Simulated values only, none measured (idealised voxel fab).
This is a process module. Its name is voxel fin reveal.
It is cross-section cut that appears here, measuring 275 nm in width, its square cells being 5 nm in size.
Think of the cross-section as a grid of square cells. We describe it in bands, top to bottom, and each band covers one or more rows of those cells. First you get the band's top height and its bottom height, in nm, and then the materials it's made of, left to right, with each width in nm. If you see a single material with "full width", that one covers the band edge to edge. "blank" is empty space. Height datum 0, below which the as-received substrate wafer is one material. Lowest band open at the bottom, running downward: "top 0, no bottom". A width such as "30->40" changes by the same amount from each row of cells to the next, from the band's top row to its bottom row. "nothing changed" for a step: no cell of the cross-section changed in that step. Entry "Closed void listing" = empty spaces >= 8 cells with no open way to the top; each as width x height at distance, distance from left edge, all nm. after a step's settings: what the simulator itself notes on the step. overlay nm: on a step with a mask, how far right of its planned place the mask lay; negative means left.
Planned step list for the process
1: RECEIVE [material Si]
2: CONFORMAL_DEP [material SiN] [thk nm 5]
3: MASKED_ETCH [tone cover] [mask id FINS] [width nm 15] [pitch nm 40] [etch materials SiN] [depth nm 5] [overlay nm 0]
4: MASKED_ETCH [tone cover] [mask id FINS] [width nm 15] [pitch nm 40] [etch materials Si] [depth nm 30] [overlay nm 0]
5: FILL_DEP [material SiO2] [thk nm 15]
6: CMP [height nm 5]
7: SELECTIVE_ETCH [etch materials SiO2] [depth nm 25]
8: STRIP [etch materials SiN]
9: CONFORMAL_DEP [material SiO2] [thk nm 5]
Don't read the plan's width nm for step 4 as applying to every wafer: that's the first wafer's value, and the wafers differ in it, though they all start identical.
First of several wafers (as received, post step 1), cross-sectional view
- top 0, no bottom: Si full width
- Closed void listing: none
Where each wafer stands at the end of the module, a row apiece: cells of each material gained (+) or lost (-) since it was received, then closed voids
width nm 15 | -294 Si | +169 SiO2 | Closed void listing: none
width nm 20 | -282 Si | +165 SiO2 | Closed void listing: none
width nm 25 | -270 Si | +161 SiO2 | Closed void listing: none
